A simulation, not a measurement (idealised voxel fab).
process module | voxel ribs on slabs
cross-section cut | 145 nm wide | cells 5 nm
A cross-section is a grid of square cells, given in bands from the top down. A band is one or more rows of cells.
Each band's line starts with the height of the band's top and of its bottom, in nm. Then come its materials from left to right, each with its width in nm. One material with "throughout" fills the band from edge to edge. "air" is empty space.
Height 0 is the level under which the wafer as received is all one material. The lowest band goes on downwards, as in "0 down".
A width such as "30 to 40" changes by the same amount from each row of cells to the next, from the band's top row to its bottom row.
"no change" after a step means that no cell of the cross-section changed.
closed voids: empty space of 8 cells or more with no open way to the top, each as width x height at its distance from the left edge, in nm
after a step's settings: what the simulator itself notes on the step
overlay nm, on a step with a mask: how far to the right of its planned place the mask lay; to the left if negative
plan
1 op RECEIVE | material Si
2 op DIRECTIONAL_DEP | material SiO2 | thk nm 25
3 op DIRECTIONAL_DEP | material SiN | thk nm 15
4 op PATTERN | tone cover | mask id RIB | material resist | width nm 25 | thk nm 20 | overlay nm 0
5 op DIRECTIONAL_ETCH | etch materials SiN | depth nm 5
6 op STRIP | etch materials resist
7 op PATTERN | tone cover | mask id SLAB | material resist | width nm 85 | thk nm 15 | overlay nm 0
8 op DIRECTIONAL_ETCH | etch materials SiN | depth nm 10
9 op STRIP | etch materials resist
10 op FILL_DEP | material SiO2 | thk nm 15
11 op CMP | height nm 50
12 op DIRECTIONAL_DEP | material W | thk nm 10
13 op PATTERN | tone cover | mask id HEATER | material resist | width nm 35 | thk nm 20 | overlay nm 0
14 op DIRECTIONAL_ETCH | etch materials W | depth nm 10
15 op STRIP | etch materials resist
16 op CONFORMAL_DEP | material SiO2 | thk nm 5
as received, after step 1
  0 down: Si throughout
  closed voids: none
a wafer at the end: this start, this plan, one mistake
  65 to 60: air 50 | SiO2 45 | air 50
  60 to 55: air 50 | SiO2 5 | W 35 | SiO2 5 | air 50
  55 to 50: SiO2 55 | W 35 | SiO2 55
  50 to 40: SiO2 throughout
  40 to 35: SiO2 30 | SiN 30 | SiO2 25 | SiN 30 | SiO2 30
  35 to 30: SiO2 30 | SiN 85 | SiO2 30
  30 to 25: SiN throughout
  25 to 0: SiO2 throughout
  0 down: Si throughout
  closed voids: none
what went wrong: step 4 ran as: op PATTERN | tone open | mask id RIB | material resist | width nm 25 | thk nm 20 | overlay nm 0
